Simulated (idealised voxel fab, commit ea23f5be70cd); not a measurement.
Title: Process Module voxel self aligned vias
Displayed cross-section: cut, width of 220 nm, square cells sized 5 nm.
Cross-sections here: square-cell grids, written as top-down lists of bands, a band being one or more rows of cells.
Each band's line starts with the height of the band's top and of its bottom, in nm. Then come its materials from left to right, each with its width in nm. One material with "throughout" fills the band from edge to edge. "empty" is empty space.
Heights are reckoned from 0. Under this level, the received wafer is all of one material. The bottommost band is open-ended downward, for example "0 -> down".
Quick explanation for "30 to 40": the width changes in equal steps down the rows of cells, from the first number in the band's top row to the second number in its bottom row.
"no alterations made" means the step left every cell of the cross-section as it was.
Trapped void list: empty space of 8 cells or more with no open way to the top, each as width x height at its distance from the left edge, in nm
Text after the settings on a step's line: the simulator's own remark on that step.
overlay nm: mask right of planned place by this much (step with mask). Neg. = left.

**Steps in the process plan**
- 1: RECEIVE (material Si)
- 2: CONFORMAL_DEP (material SiO2; thk nm 15)
- 3: CONFORMAL_DEP (material SiCN; thk nm 5)
- 4: DIRECTIONAL_DEP (material SiO2; thk nm 30)
- 5: PATTERN (tone open; mask id LINES; material resist; width nm 20; pitch nm 50; thk nm 15; overlay nm -15)
- 6: DIRECTIONAL_ETCH (etch materials SiO2; depth nm 30)
- 7: STRIP (etch materials resist)
- 8: CONFORMAL_DEP (material TiN; thk nm 5)
- 9: FILL_DEP (material Ru; thk nm 5)
- 10: CMP (height nm 50)
- 11: SELECTIVE_ETCH (etch materials W Ru TiN; depth nm 10)
- 12: FILL_DEP (material SiN; thk nm 10)
- 13: CMP (height nm 50)
- 14: DIRECTIONAL_DEP (material SiO2; thk nm 20)
- 15: DIRECTIONAL_DEP (material aC; thk nm 10)
- 16: PATTERN (tone open; mask id VIAS; material resist; width nm 30; thk nm 30; overlay nm 0)
- 17: DIRECTIONAL_ETCH (etch materials aC; depth nm 10)
- 18: STRIP (etch materials resist)
- 19: DIRECTIONAL_ETCH (etch materials SiO2; depth nm 20)
- 20: DIRECTIONAL_ETCH (etch materials SiN; depth nm 10)
- 21: STRIP (etch materials aC)
- 22: CONFORMAL_DEP (material TiN; thk nm 5)
- 23: FILL_DEP (material Ru; thk nm 5)
- 24: CMP (height nm 70)
- 25: CONFORMAL_DEP (material SiCN; thk nm 5)
Across this set of wafers, the varied parameter is the overlay nm of step 5. Starting conditions are identical for every wafer, and the plan reports the value assigned to the first wafer.

**This is how the first of several wafers looked in cross-section when it arrived, which is after step 1**
    0 -> down: Si throughout
    Trapped void list: none

**wafer rows; end of module; cells per material since receipt: (+) gained, (-) lost; then closed voids**
overlay nm -15, +24 Ru, +88 SiCN, +12 SiN, +500 SiO2, +36 TiN, Trapped void list: none
overlay nm -10, +26 Ru, +88 SiCN, +10 SiN, +500 SiO2, +36 TiN, Trapped void list: none
overlay nm -5, +28 Ru, +88 SiCN, +8 SiN, +500 SiO2, +36 TiN, Trapped void list: none
overlay nm 0, +28 Ru, +88 SiCN, +8 SiN, +500 SiO2, +36 TiN, Trapped void list: none
overlay nm 5, +28 Ru, +88 SiCN, +8 SiN, +500 SiO2, +36 TiN, Trapped void list: none
overlay nm 10, +26 Ru, +88 SiCN, +10 SiN, +500 SiO2, +36 TiN, Trapped void list: none
overlay nm 15, +24 Ru, +88 SiCN, +12 SiN, +500 SiO2, +36 TiN, Trapped void list: none
